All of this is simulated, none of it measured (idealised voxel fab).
Name of the process module below: voxel self aligned vias
Each square cell in cross-section cut measures 5 nm, and the section as a whole is 205 nm wide.
Format of a cross-section: grid, square cells. Given as bands. Order: top down. Band: one or more rows of cells. Top height, bottom height, nm. Materials left to right, width each, nm. Single material + "all across" = fills band edge to edge. "air" = empty. Height datum 0, below which the as-received substrate wafer is one material. Lowest band open at the bottom, running downward: "0..down". Per-row width for "30->40": begins at first number (top row of band), ends at second number (bottom row), increment between rows held constant. It should be understood that the words "no modifications", when stated for a given step, signify that the cross-section underwent no change in any of its cells during that step. In "Enclosed internal cavities" the enclosed voids are listed, meaning empty spaces of 8 cells or larger without any opening to the top. The form is width x height at distance, distance from the left edge, units nm. Whatever follows a step's settings on its line is a remark the simulator itself makes about that step. Steps that use a mask can have "overlay nm" on their line. It says how far the mask sat to the right of where it was meant to be. Negative means to the left.

List of planned process steps:
1) RECEIVE | material Si
2) CONFORMAL_DEP | material SiO2 | thk nm 15
3) CONFORMAL_DEP | material SiCN | thk nm 5
4) DIRECTIONAL_DEP | material SiO2 | thk nm 25
5) MASKED_ETCH | tone open | mask id LINES | width nm 20 | pitch nm 70 | etch materials SiO2 | depth nm 25 | overlay nm 0
6) CONFORMAL_DEP | material TiN | thk nm 5
7) FILL_DEP | material W | thk nm 10
8) CMP | height nm 45
9) SELECTIVE_ETCH | etch materials W Ru TiN | depth nm 5
10) FILL_DEP | material SiN | thk nm 5
11) CMP | height nm 45
12) DIRECTIONAL_DEP | material SiO2 | thk nm 15
13) PATTERN | tone open | mask id VIAS | material resist | width nm 40 | thk nm 20 | overlay nm 0
14) DIRECTIONAL_ETCH | etch materials SiO2 | depth nm 15
15) DIRECTIONAL_ETCH | etch materials SiN | depth nm 5
16) STRIP | etch materials resist
17) CONFORMAL_DEP | material TiN | thk nm 5
18) FILL_DEP | material W | thk nm 5
19) CMP | height nm 60
20) CONFORMAL_DEP | material SiN | thk nm 5

Wafer cross-section on receipt, i.e. after step 1:
* 0..down | Si all across
* Enclosed internal cavities: none

Starting wafer: above. Plan: above. Run: one mistake. Cross-section after the module: below:
* 65..60 | SiN all across
* 60..45 | 45 nm SiO2; 5 nm TiN; 30 nm W; 5 nm TiN; 120 nm SiO2
* 45..40 | 45 nm SiN; 40 nm TiN; 120 nm SiN
* 40..20 | 55 nm SiO2; 5 nm TiN; 10 nm W; 5 nm TiN; 50 nm SiO2; 5 nm TiN; 10 nm W; 5 nm TiN; 60 nm SiO2
* 20..15 | 55 nm SiO2; 20 nm TiN; 50 nm SiO2; 20 nm TiN; 60 nm SiO2
* 15..0 | SiO2 all across
* 0..down | Si all across
* Enclosed internal cavities: none
It is concluded that the wafer was processed incorrectly with respect to the plan, in that step 3 of the plan: omitted, not performed
